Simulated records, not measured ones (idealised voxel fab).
process module | voxel transistor to metal
cross-section cut | 285 nm wide | cells 5 nm
A cross-section is a grid of square cells, given in bands from the top down. A band is one or more rows of cells.
Each band's line starts with the height of the band's top and of its bottom, in nm. Then come its materials from left to right, each with its width in nm. One material with "throughout" fills the band from edge to edge. "air" is empty space.
Height 0 is the level under which the wafer as received is all one material. The lowest band goes on downwards, as in "0 down".
A width such as "30 to 40" changes by the same amount from each row of cells to the next, from the band's top row to its bottom row.
"no change" after a step means that no cell of the cross-section changed.
closed voids: empty space of 8 cells or more with no open way to the top, each as width x height at its distance from the left edge, in nm
after a step's settings: what the simulator itself notes on the step
overlay nm, on a step with a mask: how far to the right of its planned place the mask lay; to the left if negative
plan
1 op RECEIVE | material Si
2 op OXIDIZE | depth nm 5
3 op CONFORMAL_DEP | material SiN | thk nm 10
4 op MASKED_ETCH | tone cover | mask id ACTIVE | width nm 100 | pitch nm 130 | etch materials SiN | depth nm 10 | overlay nm 0
5 op MASKED_ETCH | tone cover | mask id ACTIVE | width nm 100 | pitch nm 130 | etch materials SiO2 | depth nm 5 | overlay nm 0
6 op MASKED_ETCH | tone cover | mask id ACTIVE | width nm 100 | pitch nm 130 | etch materials Si | depth nm 30 | overlay nm 0
7 op FILL_DEP | material SiO2 | thk nm 5
8 op CMP | height nm 10
9 op SELECTIVE_ETCH | etch materials SiO2 | depth nm 5
10 op STRIP | etch materials SiN
11 op SELECTIVE_ETCH | etch materials SiO2 | depth nm 5
12 op OXIDIZE | depth nm 5
13 op DIRECTIONAL_DEP | material polySi | thk nm 25
14 op DIRECTIONAL_DEP | material SiCN | thk nm 15
15 op DIRECTIONAL_DEP | material aC | thk nm 15
16 op PATTERN | tone cover | mask id GATE | material resist | width nm 20 | pitch nm 130 | thk nm 35 | overlay nm 0
17 op DIRECTIONAL_ETCH | etch materials aC | depth nm 15
18 op STRIP | etch materials resist
19 op DIRECTIONAL_ETCH | etch materials SiCN | depth nm 25
20 op DIRECTIONAL_ETCH | etch materials polySi | depth nm 35
21 op STRIP | etch materials aC
22 op CONFORMAL_DEP | material SiO2 | thk nm 5
23 op DIRECTIONAL_ETCH | etch materials SiO2 | depth nm 5
24 op CONFORMAL_DEP | material SiN | thk nm 10
25 op DIRECTIONAL_ETCH | etch materials SiN | depth nm 10
26 op DIRECTIONAL_ETCH | etch materials SiO2 | depth nm 5
27 op EPI | material pSi | thk nm 5
28 op FILL_DEP | material SiO2 | thk nm 10
29 op CMP | height nm 35
30 op DIRECTIONAL_DEP | material SiO2 | thk nm 15
31 op PATTERN | tone open | mask id CONTACT | material resist | width nm 15 | pitch nm 65 | thk nm 20 | overlay nm 0
32 op DIRECTIONAL_ETCH | etch materials SiO2 | depth nm 55
33 op STRIP | etch materials resist
34 op CONFORMAL_DEP | material TiN | thk nm 5
35 op FILL_DEP | material Ru | thk nm 5
36 op CMP | height nm 50
37 op CONFORMAL_DEP | material SiCN | thk nm 5
38 op DIRECTIONAL_DEP | material lowk | thk nm 20
39 op PATTERN | tone open | mask id METAL_1 | material resist | width nm 15 | pitch nm 65 | thk nm 15 | overlay nm 0
40 op DIRECTIONAL_ETCH | etch materials lowk | depth nm 20
41 op DIRECTIONAL_ETCH | etch materials SiCN | depth nm 5
42 op STRIP | etch materials resist
43 op CONFORMAL_DEP | material TiN | thk nm 5
44 op FILL_DEP | material W | thk nm 10
45 op CMP | height nm 75
46 op EPI | material Ru | thk nm 5
47 op FILL_DEP | material SiCN | thk nm 5
first wafer, as planned
as received, after step 1
  0 down: Si throughout
  closed voids: none
after step 2
  0 to -5: SiO2 throughout
  below -5: unchanged
after step 3
  10 to 0: SiN throughout
  below 0: unchanged
after step 4
  10 to 0: air 25 | SiN 100 | air 30 | SiN 100 | air 30
  below 0: unchanged
after step 5
  10 to 0: air 25 | SiN 100 | air 30 | SiN 100 | air 30
  0 to -5: air 25 | SiO2 100 | air 30 | SiO2 100 | air 30
  below -5: unchanged
after step 6
  10 to 0: air 25 | SiN 100 | air 30 | SiN 100 | air 30
  0 to -5: air 25 | SiO2 100 | air 30 | SiO2 100 | air 30
  -5 to -35: air 25 | Si 100 | air 30 | Si 100 | air 30
  below -35: unchanged
after step 7
  15 to 10: SiO2 throughout
  10 to 0: SiO2 25 | SiN 100 | SiO2 30 | SiN 100 | SiO2 30
  0 to -5: SiO2 throughout
  -5 to -35: SiO2 25 | Si 100 | SiO2 30 | Si 100 | SiO2 30
  below -35: unchanged
after step 8
  10 to 0: SiO2 25 | SiN 100 | SiO2 30 | SiN 100 | SiO2 30
  below 0: unchanged
after step 9
  10 to 5: air 25 | SiN 100 | air 30 | SiN 100 | air 30
  below 5: unchanged
after step 10
  5 to 0: SiO2 25 | air 100 | SiO2 30 | air 100 | SiO2 30
  below 0: unchanged
after step 11
  0 to -5: SiO2 20 | air 110 | SiO2 20 | air 110 | SiO2 25
  below -5: unchanged
after step 12
  0 to -5: SiO2 20 | air 110 | SiO2 20 | air 110 | SiO2 25
  -5 to -10: SiO2 throughout
  below -10: unchanged
after step 13
  25 to 20: polySi 20 | air 110 | polySi 20 | air 110 | polySi 25
  20 to 0: polySi throughout
  0 to -5: SiO2 20 | polySi 110 | SiO2 20 | polySi 110 | SiO2 25
  below -5: unchanged
after step 14
  40 to 35: SiCN 20 | air 110 | SiCN 20 | air 110 | SiCN 25
  35 to 25: SiCN throughout
  25 to 20: polySi 20 | SiCN 110 | polySi 20 | SiCN 110 | polySi 25
  below 20: unchanged
after step 15
  55 to 50: aC 20 | air 110 | aC 20 | air 110 | aC 25
  50 to 40: aC throughout
  40 to 35: SiCN 20 | aC 110 | SiCN 20 | aC 110 | SiCN 25
  below 35: unchanged
after step 16
  90 to 55: air 65 | resist 20 | air 110 | resist 20 | air 70
  55 to 50: aC 20 | air 45 | resist 20 | air 45 | aC 20 | air 45 | resist 20 | air 45 | aC 25
  below 50: unchanged
after step 17
  75 to 50: air 65 | resist 20 | air 110 | resist 20 | air 70
  50 to 40: air 65 | aC 20 | air 110 | aC 20 | air 70
  40 to 35: SiCN 20 | air 45 | aC 20 | air 45 | SiCN 20 | air 45 | aC 20 | air 45 | SiCN 25
  below 35: unchanged
after step 18
  50 to 40: air 65 | aC 20 | air 110 | aC 20 | air 70
  below 40: unchanged
after step 19
  50 to 35: air 65 | aC 20 | air 110 | aC 20 | air 70
  35 to 25: air 65 | SiCN 20 | air 110 | SiCN 20 | air 70
  25 to 20: polySi 20 | air 45 | SiCN 20 | air 45 | polySi 20 | air 45 | SiCN 20 | air 45 | polySi 25
  below 20: unchanged
after step 20
  50 to 35: air 65 | aC 20 | air 110 | aC 20 | air 70
  35 to 20: air 65 | SiCN 20 | air 110 | SiCN 20 | air 70
  20 to 0: air 65 | polySi 20 | air 110 | polySi 20 | air 70
  0 to -5: SiO2 20 | air 45 | polySi 20 | air 45 | SiO2 20 | air 45 | polySi 20 | air 45 | SiO2 25
  below -5: unchanged
after step 21
  35 to 20: air 65 | SiCN 20 | air 110 | SiCN 20 | air 70
  below 20: unchanged
after step 22
  40 to 35: air 60 | SiO2 30 | air 100 | SiO2 30 | air 65
  35 to 20: air 60 | SiO2 5 | SiCN 20 | SiO2 5 | air 100 | SiO2 5 | SiCN 20 | SiO2 5 | air 65
  20 to 5: air 60 | SiO2 5 | polySi 20 | SiO2 5 | air 100 | SiO2 5 | polySi 20 | SiO2 5 | air 65
  5 to 0: SiO2 25 | air 35 | SiO2 5 | polySi 20 | SiO2 5 | air 35 | SiO2 30 | air 35 | SiO2 5 | polySi 20 | SiO2 5 | air 35 | SiO2 30
  0 to -5: SiO2 65 | polySi 20 | SiO2 110 | polySi 20 | SiO2 70
  below -5: unchanged
after step 23
  35 to 20: air 60 | SiO2 5 | SiCN 20 | SiO2 5 | air 100 | SiO2 5 | SiCN 20 | SiO2 5 | air 65
  20 to 0: air 60 | SiO2 5 | polySi 20 | SiO2 5 | air 100 | SiO2 5 | polySi 20 | SiO2 5 | air 65
  0 to -5: SiO2 25 | air 35 | SiO2 5 | polySi 20 | SiO2 5 | air 35 | SiO2 30 | air 35 | SiO2 5 | polySi 20 | SiO2 5 | air 35 | SiO2 30
  below -5: unchanged
after step 24
  45 to 35: air 50 | SiN 50 | air 80 | SiN 50 | air 55
  35 to 20: air 50 | SiN 10 | SiO2 5 | SiCN 20 | SiO2 5 | SiN 10 | air 80 | SiN 10 | SiO2 5 | SiCN 20 | SiO2 5 | SiN 10 | air 55
  20 to 10: air 50 | SiN 10 | SiO2 5 | polySi 20 | SiO2 5 | SiN 10 | air 80 | SiN 10 | SiO2 5 | polySi 20 | SiO2 5 | SiN 10 | air 55
  10 to 5: SiN 35 | air 15 | SiN 10 | SiO2 5 | polySi 20 | SiO2 5 | SiN 10 | air 15 | SiN 50 | air 15 | SiN 10 | SiO2 5 | polySi 20 | SiO2 5 | SiN 10 | air 15 | SiN 40
  5 to 0: SiN 60 | SiO2 5 | polySi 20 | SiO2 5 | SiN 100 | SiO2 5 | polySi 20 | SiO2 5 | SiN 65
  0 to -5: SiO2 25 | SiN 35 | SiO2 5 | polySi 20 | SiO2 5 | SiN 35 | SiO2 30 | SiN 35 | SiO2 5 | polySi 20 | SiO2 5 | SiN 35 | SiO2 30
  below -5: unchanged
after step 25
  35 to 20: air 50 | SiN 10 | SiO2 5 | SiCN 20 | SiO2 5 | SiN 10 | air 80 | SiN 10 | SiO2 5 | SiCN 20 | SiO2 5 | SiN 10 | air 55
  20 to 0: air 50 | SiN 10 | SiO2 5 | polySi 20 | SiO2 5 | SiN 10 | air 80 | SiN 10 | SiO2 5 | polySi 20 | SiO2 5 | SiN 10 | air 55
  0 to -5: SiO2 25 | SiN 10 | air 15 | SiN 10 | SiO2 5 | polySi 20 | SiO2 5 | SiN 10 | air 15 | SiN 10 | SiO2 30 | SiN 10 | air 15 | SiN 10 | SiO2 5 | polySi 20 | SiO2 5 | SiN 10 | air 15 | SiN 10 | SiO2 30
  below -5: unchanged
after step 26
  35 to 30: air 50 | SiN 10 | air 5 | SiCN 20 | air 5 | SiN 10 | air 80 | SiN 10 | air 5 | SiCN 20 | air 5 | SiN 10 | air 55
  30 to 20: air 50 | SiN 10 | SiO2 5 | SiCN 20 | SiO2 5 | SiN 10 | air 80 | SiN 10 | SiO2 5 | SiCN 20 | SiO2 5 | SiN 10 | air 55
  20 to 0: air 50 | SiN 10 | SiO2 5 | polySi 20 | SiO2 5 | SiN 10 | air 80 | SiN 10 | SiO2 5 | polySi 20 | SiO2 5 | SiN 10 | air 55
  0 to -5: air 25 | SiN 10 | air 15 | SiN 10 | SiO2 5 | polySi 20 | SiO2 5 | SiN 10 | air 15 | SiN 10 | air 30 | SiN 10 | air 15 | SiN 10 | SiO2 5 | polySi 20 | SiO2 5 | SiN 10 | air 15 | SiN 10 | air 30
  -5 to -10: SiO2 35 | air 15 | SiO2 50 | air 15 | SiO2 50 | air 15 | SiO2 50 | air 15 | SiO2 40
  below -10: unchanged
after step 27
  35 to 30: air 50 | SiN 10 | air 5 | SiCN 20 | air 5 | SiN 10 | air 80 | SiN 10 | air 5 | SiCN 20 | air 5 | SiN 10 | air 55
  30 to 20: air 50 | SiN 10 | SiO2 5 | SiCN 20 | SiO2 5 | SiN 10 | air 80 | SiN 10 | SiO2 5 | SiCN 20 | SiO2 5 | SiN 10 | air 55
  20 to 0: air 50 | SiN 10 | SiO2 5 | polySi 20 | SiO2 5 | SiN 10 | air 80 | SiN 10 | SiO2 5 | polySi 20 | SiO2 5 | SiN 10 | air 55
  0 to -5: air 25 | SiN 10 | air 15 | SiN 10 | SiO2 5 | polySi 20 | SiO2 5 | SiN 10 | air 15 | SiN 10 | air 30 | SiN 10 | air 15 | SiN 10 | SiO2 5 | polySi 20 | SiO2 5 | SiN 10 | air 15 | SiN 10 | air 30
  -5 to -10: SiO2 35 | pSi 15 | SiO2 50 | pSi 15 | SiO2 50 | pSi 15 | SiO2 50 | pSi 15 | SiO2 40
  below -10: unchanged
after step 28
  45 to 35: SiO2 throughout
  35 to 20: SiO2 50 | SiN 10 | SiO2 5 | SiCN 20 | SiO2 5 | SiN 10 | SiO2 80 | SiN 10 | SiO2 5 | SiCN 20 | SiO2 5 | SiN 10 | SiO2 55
  20 to 0: SiO2 50 | SiN 10 | SiO2 5 | polySi 20 | SiO2 5 | SiN 10 | SiO2 80 | SiN 10 | SiO2 5 | polySi 20 | SiO2 5 | SiN 10 | SiO2 55
  0 to -5: SiO2 25 | SiN 10 | SiO2 15 | SiN 10 | SiO2 5 | polySi 20 | SiO2 5 | SiN 10 | SiO2 15 | SiN 10 | SiO2 30 | SiN 10 | SiO2 15 | SiN 10 | SiO2 5 | polySi 20 | SiO2 5 | SiN 10 | SiO2 15 | SiN 10 | SiO2 30
  below -5: unchanged
after step 29
  35 to 20: SiO2 50 | SiN 10 | SiO2 5 | SiCN 20 | SiO2 5 | SiN 10 | SiO2 80 | SiN 10 | SiO2 5 | SiCN 20 | SiO2 5 | SiN 10 | SiO2 55
  below 20: unchanged
after step 30
  50 to 35: SiO2 throughout
  below 35: unchanged
after step 31
  70 to 50: resist 35 | air 15 | resist 50 | air 15 | resist 50 | air 15 | resist 50 | air 15 | resist 40
  below 50: unchanged
after step 32
  70 to 50: resist 35 | air 15 | resist 50 | air 15 | resist 50 | air 15 | resist 50 | air 15 | resist 40
  50 to 35: SiO2 35 | air 15 | SiO2 50 | air 15 | SiO2 50 | air 15 | SiO2 50 | air 15 | SiO2 40
  35 to 20: SiO2 35 | air 15 | SiN 10 | SiO2 5 | SiCN 20 | SiO2 5 | SiN 10 | air 15 | SiO2 50 | air 15 | SiN 10 | SiO2 5 | SiCN 20 | SiO2 5 | SiN 10 | air 15 | SiO2 40
  20 to 0: SiO2 35 | air 15 | SiN 10 | SiO2 5 | polySi 20 | SiO2 5 | SiN 10 | air 15 | SiO2 50 | air 15 | SiN 10 | SiO2 5 | polySi 20 | SiO2 5 | SiN 10 | air 15 | SiO2 40
  0 to -5: SiO2 25 | SiN 10 | air 15 | SiN 10 | SiO2 5 | polySi 20 | SiO2 5 | SiN 10 | air 15 | SiN 10 | SiO2 30 | SiN 10 | air 15 | SiN 10 | SiO2 5 | polySi 20 | SiO2 5 | SiN 10 | air 15 | SiN 10 | SiO2 30
  below -5: unchanged
after step 33
  50 to 35: SiO2 35 | air 15 | SiO2 50 | air 15 | SiO2 50 | air 15 | SiO2 50 | air 15 | SiO2 40
  below 35: unchanged
after step 34
  55 to 50: TiN 40 | air 5 | TiN 60 | air 5 | TiN 60 | air 5 | TiN 60 | air 5 | TiN 45
  50 to 35: SiO2 35 | TiN 5 | air 5 | TiN 5 | SiO2 50 | TiN 5 | air 5 | TiN 5 | SiO2 50 | TiN 5 | air 5 | TiN 5 | SiO2 50 | TiN 5 | air 5 | TiN 5 | SiO2 40
  35 to 20: SiO2 35 | TiN 5 | air 5 | TiN 5 | SiN 10 | SiO2 5 | SiCN 20 | SiO2 5 | SiN 10 | TiN 5 | air 5 | TiN 5 | SiO2 50 | TiN 5 | air 5 | TiN 5 | SiN 10 | SiO2 5 | SiCN 20 | SiO2 5 | SiN 10 | TiN 5 | air 5 | TiN 5 | SiO2 40
  20 to 0: SiO2 35 | TiN 5 | air 5 | TiN 5 | SiN 10 | SiO2 5 | polySi 20 | SiO2 5 | SiN 10 | TiN 5 | air 5 | TiN 5 | SiO2 50 | TiN 5 | air 5 | TiN 5 | SiN 10 | SiO2 5 | polySi 20 | SiO2 5 | SiN 10 | TiN 5 | air 5 | TiN 5 | SiO2 40
  0 to -5: SiO2 25 | SiN 10 | TiN 15 | SiN 10 | SiO2 5 | polySi 20 | SiO2 5 | SiN 10 | TiN 15 | SiN 10 | SiO2 30 | SiN 10 | TiN 15 | SiN 10 | SiO2 5 | polySi 20 | SiO2 5 | SiN 10 | TiN 15 | SiN 10 | SiO2 30
  below -5: unchanged
after step 35
  60 to 55: Ru throughout
  55 to 50: TiN 40 | Ru 5 | TiN 60 | Ru 5 | TiN 60 | Ru 5 | TiN 60 | Ru 5 | TiN 45
  50 to 35: SiO2 35 | TiN 5 | Ru 5 | TiN 5 | SiO2 50 | TiN 5 | Ru 5 | TiN 5 | SiO2 50 | TiN 5 | Ru 5 | TiN 5 | SiO2 50 | TiN 5 | Ru 5 | TiN 5 | SiO2 40
  35 to 20: SiO2 35 | TiN 5 | Ru 5 | TiN 5 | SiN 10 | SiO2 5 | SiCN 20 | SiO2 5 | SiN 10 | TiN 5 | Ru 5 | TiN 5 | SiO2 50 | TiN 5 | Ru 5 | TiN 5 | SiN 10 | SiO2 5 | SiCN 20 | SiO2 5 | SiN 10 | TiN 5 | Ru 5 | TiN 5 | SiO2 40
  20 to 0: SiO2 35 | TiN 5 | Ru 5 | TiN 5 | SiN 10 | SiO2 5 | polySi 20 | SiO2 5 | SiN 10 | TiN 5 | Ru 5 | TiN 5 | SiO2 50 | TiN 5 | Ru 5 | TiN 5 | SiN 10 | SiO2 5 | polySi 20 | SiO2 5 | SiN 10 | TiN 5 | Ru 5 | TiN 5 | SiO2 40
  below 0: unchanged
after step 36
  50 to 35: SiO2 35 | TiN 5 | Ru 5 | TiN 5 | SiO2 50 | TiN 5 | Ru 5 | TiN 5 | SiO2 50 | TiN 5 | Ru 5 | TiN 5 | SiO2 50 | TiN 5 | Ru 5 | TiN 5 | SiO2 40
  below 35: unchanged
after step 37
  55 to 50: SiCN throughout
  below 50: unchanged
after step 38
  75 to 55: lowk throughout
  below 55: unchanged
after step 39
  90 to 75: resist 35 | air 15 | resist 50 | air 15 | resist 50 | air 15 | resist 50 | air 15 | resist 40
  below 75: unchanged
after step 40
  90 to 75: resist 35 | air 15 | resist 50 | air 15 | resist 50 | air 15 | resist 50 | air 15 | resist 40
  75 to 55: lowk 35 | air 15 | lowk 50 | air 15 | lowk 50 | air 15 | lowk 50 | air 15 | lowk 40
  below 55: unchanged
after step 41
  90 to 75: resist 35 | air 15 | resist 50 | air 15 | resist 50 | air 15 | resist 50 | air 15 | resist 40
  75 to 55: lowk 35 | air 15 | lowk 50 | air 15 | lowk 50 | air 15 | lowk 50 | air 15 | lowk 40
  55 to 50: SiCN 35 | air 15 | SiCN 50 | air 15 | SiCN 50 | air 15 | SiCN 50 | air 15 | SiCN 40
  below 50: unchanged
after step 42
  75 to 55: lowk 35 | air 15 | lowk 50 | air 15 | lowk 50 | air 15 | lowk 50 | air 15 | lowk 40
  below 55: unchanged
after step 43
  80 to 75: TiN 40 | air 5 | TiN 60 | air 5 | TiN 60 | air 5 | TiN 60 | air 5 | TiN 45
  75 to 55: lowk 35 | TiN 5 | air 5 | TiN 5 | lowk 50 | TiN 5 | air 5 | TiN 5 | lowk 50 | TiN 5 | air 5 | TiN 5 | lowk 50 | TiN 5 | air 5 | TiN 5 | lowk 40
  55 to 50: SiCN 35 | TiN 15 | SiCN 50 | TiN 15 | SiCN 50 | TiN 15 | SiCN 50 | TiN 15 | SiCN 40
  below 50: unchanged
after step 44
  90 to 80: W throughout
  80 to 75: TiN 40 | W 5 | TiN 60 | W 5 | TiN 60 | W 5 | TiN 60 | W 5 | TiN 45
  75 to 55: lowk 35 | TiN 5 | W 5 | TiN 5 | lowk 50 | TiN 5 | W 5 | TiN 5 | lowk 50 | TiN 5 | W 5 | TiN 5 | lowk 50 | TiN 5 | W 5 | TiN 5 | lowk 40
  below 55: unchanged
after step 45
  75 to 55: lowk 35 | TiN 5 | W 5 | TiN 5 | lowk 50 | TiN 5 | W 5 | TiN 5 | lowk 50 | TiN 5 | W 5 | TiN 5 | lowk 50 | TiN 5 | W 5 | TiN 5 | lowk 40
  below 55: unchanged
after step 46
  80 to 75: air 30 | Ru 25 | air 40 | Ru 25 | air 40 | Ru 25 | air 40 | Ru 25 | air 35
  below 75: unchanged
after step 47
  85 to 80: SiCN throughout
  80 to 75: SiCN 30 | Ru 25 | SiCN 40 | Ru 25 | SiCN 40 | Ru 25 | SiCN 40 | Ru 25 | SiCN 35
  below 75: unchanged
second wafer: like start, like plan, one mistake. Through step 29 it matches the first wafer
when step 30 should have ended
  65 to 35: SiO2 throughout
  below 35: unchanged
when step 31 should have ended
  85 to 65: resist 35 | air 15 | resist 50 | air 15 | resist 50 | air 15 | resist 50 | air 15 | resist 40
  below 65: unchanged
when step 32 should have ended
  85 to 65: resist 35 | air 15 | resist 50 | air 15 | resist 50 | air 15 | resist 50 | air 15 | resist 40
  65 to 35: SiO2 35 | air 15 | SiO2 50 | air 15 | SiO2 50 | air 15 | SiO2 50 | air 15 | SiO2 40
  35 to 20: SiO2 35 | air 15 | SiN 10 | SiO2 5 | SiCN 20 | SiO2 5 | SiN 10 | air 15 | SiO2 50 | air 15 | SiN 10 | SiO2 5 | SiCN 20 | SiO2 5 | SiN 10 | air 15 | SiO2 40
  20 to 10: SiO2 35 | air 15 | SiN 10 | SiO2 5 | polySi 20 | SiO2 5 | SiN 10 | air 15 | SiO2 50 | air 15 | SiN 10 | SiO2 5 | polySi 20 | SiO2 5 | SiN 10 | air 15 | SiO2 40
  below 10: unchanged
when step 33 should have ended
  65 to 35: SiO2 35 | air 15 | SiO2 50 | air 15 | SiO2 50 | air 15 | SiO2 50 | air 15 | SiO2 40
  below 35: unchanged
when step 34 should have ended
  70 to 65: TiN 40 | air 5 | TiN 60 | air 5 | TiN 60 | air 5 | TiN 60 | air 5 | TiN 45
  65 to 35: SiO2 35 | TiN 5 | air 5 | TiN 5 | SiO2 50 | TiN 5 | air 5 | TiN 5 | SiO2 50 | TiN 5 | air 5 | TiN 5 | SiO2 50 | TiN 5 | air 5 | TiN 5 | SiO2 40
  35 to 20: SiO2 35 | TiN 5 | air 5 | TiN 5 | SiN 10 | SiO2 5 | SiCN 20 | SiO2 5 | SiN 10 | TiN 5 | air 5 | TiN 5 | SiO2 50 | TiN 5 | air 5 | TiN 5 | SiN 10 | SiO2 5 | SiCN 20 | SiO2 5 | SiN 10 | TiN 5 | air 5 | TiN 5 | SiO2 40
  20 to 15: SiO2 35 | TiN 5 | air 5 | TiN 5 | SiN 10 | SiO2 5 | polySi 20 | SiO2 5 | SiN 10 | TiN 5 | air 5 | TiN 5 | SiO2 50 | TiN 5 | air 5 | TiN 5 | SiN 10 | SiO2 5 | polySi 20 | SiO2 5 | SiN 10 | TiN 5 | air 5 | TiN 5 | SiO2 40
  15 to 10: SiO2 35 | TiN 15 | SiN 10 | SiO2 5 | polySi 20 | SiO2 5 | SiN 10 | TiN 15 | SiO2 50 | TiN 15 | SiN 10 | SiO2 5 | polySi 20 | SiO2 5 | SiN 10 | TiN 15 | SiO2 40
  below 10: unchanged
when step 35 should have ended
  75 to 70: Ru throughout
  70 to 65: TiN 40 | Ru 5 | TiN 60 | Ru 5 | TiN 60 | Ru 5 | TiN 60 | Ru 5 | TiN 45
  65 to 35: SiO2 35 | TiN 5 | Ru 5 | TiN 5 | SiO2 50 | TiN 5 | Ru 5 | TiN 5 | SiO2 50 | TiN 5 | Ru 5 | TiN 5 | SiO2 50 | TiN 5 | Ru 5 | TiN 5 | SiO2 40
  35 to 20: SiO2 35 | TiN 5 | Ru 5 | TiN 5 | SiN 10 | SiO2 5 | SiCN 20 | SiO2 5 | SiN 10 | TiN 5 | Ru 5 | TiN 5 | SiO2 50 | TiN 5 | Ru 5 | TiN 5 | SiN 10 | SiO2 5 | SiCN 20 | SiO2 5 | SiN 10 | TiN 5 | Ru 5 | TiN 5 | SiO2 40
  20 to 15: SiO2 35 | TiN 5 | Ru 5 | TiN 5 | SiN 10 | SiO2 5 | polySi 20 | SiO2 5 | SiN 10 | TiN 5 | Ru 5 | TiN 5 | SiO2 50 | TiN 5 | Ru 5 | TiN 5 | SiN 10 | SiO2 5 | polySi 20 | SiO2 5 | SiN 10 | TiN 5 | Ru 5 | TiN 5 | SiO2 40
  below 15: unchanged
when step 36 should have ended
  50 to 35: SiO2 35 | TiN 5 | Ru 5 | TiN 5 | SiO2 50 | TiN 5 | Ru 5 | TiN 5 | SiO2 50 | TiN 5 | Ru 5 | TiN 5 | SiO2 50 | TiN 5 | Ru 5 | TiN 5 | SiO2 40
  below 35: unchanged
when step 37 should have ended
  55 to 50: SiCN throughout
  below 50: unchanged
when step 38 should have ended
  75 to 55: lowk throughout
  below 55: unchanged
when step 39 should have ended
  90 to 75: resist 35 | air 15 | resist 50 | air 15 | resist 50 | air 15 | resist 50 | air 15 | resist 40
  below 75: unchanged
when step 40 should have ended
  90 to 75: resist 35 | air 15 | resist 50 | air 15 | resist 50 | air 15 | resist 50 | air 15 | resist 40
  75 to 55: lowk 35 | air 15 | lowk 50 | air 15 | lowk 50 | air 15 | lowk 50 | air 15 | lowk 40
  below 55: unchanged
when step 41 should have ended
  90 to 75: resist 35 | air 15 | resist 50 | air 15 | resist 50 | air 15 | resist 50 | air 15 | resist 40
  75 to 55: lowk 35 | air 15 | lowk 50 | air 15 | lowk 50 | air 15 | lowk 50 | air 15 | lowk 40
  55 to 50: SiCN 35 | air 15 | SiCN 50 | air 15 | SiCN 50 | air 15 | SiCN 50 | air 15 | SiCN 40
  below 50: unchanged
when step 42 should have ended
  75 to 55: lowk 35 | air 15 | lowk 50 | air 15 | lowk 50 | air 15 | lowk 50 | air 15 | lowk 40
  below 55: unchanged
when step 43 should have ended
  80 to 75: TiN 40 | air 5 | TiN 60 | air 5 | TiN 60 | air 5 | TiN 60 | air 5 | TiN 45
  75 to 55: lowk 35 | TiN 5 | air 5 | TiN 5 | lowk 50 | TiN 5 | air 5 | TiN 5 | lowk 50 | TiN 5 | air 5 | TiN 5 | lowk 50 | TiN 5 | air 5 | TiN 5 | lowk 40
  55 to 50: SiCN 35 | TiN 15 | SiCN 50 | TiN 15 | SiCN 50 | TiN 15 | SiCN 50 | TiN 15 | SiCN 40
  below 50: unchanged
when step 44 should have ended
  90 to 80: W throughout
  80 to 75: TiN 40 | W 5 | TiN 60 | W 5 | TiN 60 | W 5 | TiN 60 | W 5 | TiN 45
  75 to 55: lowk 35 | TiN 5 | W 5 | TiN 5 | lowk 50 | TiN 5 | W 5 | TiN 5 | lowk 50 | TiN 5 | W 5 | TiN 5 | lowk 50 | TiN 5 | W 5 | TiN 5 | lowk 40
  below 55: unchanged
when step 45 should have ended
  75 to 55: lowk 35 | TiN 5 | W 5 | TiN 5 | lowk 50 | TiN 5 | W 5 | TiN 5 | lowk 50 | TiN 5 | W 5 | TiN 5 | lowk 50 | TiN 5 | W 5 | TiN 5 | lowk 40
  below 55: unchanged
when step 46 should have ended
  80 to 75: air 30 | Ru 25 | air 40 | Ru 25 | air 40 | Ru 25 | air 40 | Ru 25 | air 35
  below 75: unchanged
when step 47 should have ended
  85 to 80: SiCN throughout
  80 to 75: SiCN 30 | Ru 25 | SiCN 40 | Ru 25 | SiCN 40 | Ru 25 | SiCN 40 | Ru 25 | SiCN 35
  below 75: unchanged
what went wrong: step 30 was run twice
at the end the second wafer has, in cells: 12 fewer of Ru | 36 more of SiO2 | 24 fewer of TiN
